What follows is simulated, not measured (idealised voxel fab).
The following is a process module called voxel fin reveal.
Square cell edge 5 nm, section width 255 nm, ID cut.
In this document a cross-section is written as a grid of square cells. It is given as a series of bands, listed from the top down, and a band is one or more rows of cells. Look at the band entry: it leads with the top's height and the bottom's height in nm. Then it lists the materials left to right, with a width in nm for each. The word "all across" on a single material says that material fills the band edge to edge. The word "empty" is empty space. Ref level 0: as-received wafer is one material below here. Bottom band extends down with no lower bound ("0 -> down"). A width such as "30->40" changes by the same amount from each row of cells to the next, from the band's top row to its bottom row. The cross-section has no changed cell in any step marked "no alteration". Voids not open to the top, 8 cells minimum: see "Non-vented voids". Written width x height at distance; distance is from the left edge; nm. Heads up: the bit after the settings on a step's line is the simulator's remark on that step. "overlay nm" denotes, for a step that has a mask, the displacement of the mask to the right of its planned place, with negative values corresponding to the left.

[Intended process steps]
1. RECEIVE | material Si
2. CONFORMAL_DEP | material SiN | thk nm 10
3. PATTERN | tone cover | mask id FINS | material resist | width nm 15 | pitch nm 40 | thk nm 15 | overlay nm 0
4. DIRECTIONAL_ETCH | etch materials SiN | depth nm 10
5. DIRECTIONAL_ETCH | etch materials Si | depth nm 35
6. STRIP | etch materials resist
7. OXIDIZE | depth nm 5
8. FILL_DEP | material SiO2 | thk nm 15
9. CMP | height nm 10
10. SELECTIVE_ETCH | etch materials SiO2 | depth nm 35
11. STRIP | etch materials SiN

[Delivered wafer in cross-section: state after step 1]
  0 -> down = Si all across
  Non-vented voids: none

[End-of-module cross-section of the first of two wafers, processed as planned]
  0 -> -25 = empty (85), Si (5), empty (35), Si (5), empty (35), Si (5), empty (85)
  -25 -> -40 = SiO2 (85), Si (5), SiO2 (35), Si (5), SiO2 (35), Si (5), SiO2 (85)
  -40 -> down = Si all across
  Non-vented voids: none

[Wafer two (of two), end-of-module cross-section: start = wafer one, plan = wafer one, one run mistake]
  10 -> 0 = empty (80), SiN (15), empty (25), SiN (15), empty (25), SiN (15), empty (80)
  0 -> -25 = empty (85), Si (5), empty (35), Si (5), empty (35), Si (5), empty (85)
  -25 -> -40 = SiO2 (85), Si (5), SiO2 (35), Si (5), SiO2 (35), Si (5), SiO2 (85)
  -40 -> down = Si all across
  Non-vented voids: none
Deviation from plan: it should be noted that step 11 of the plan was omitted and was not performed
In the final state, the cell counts of the second wafer exceed or fall short of those of the first for the following materials: +18 SiN
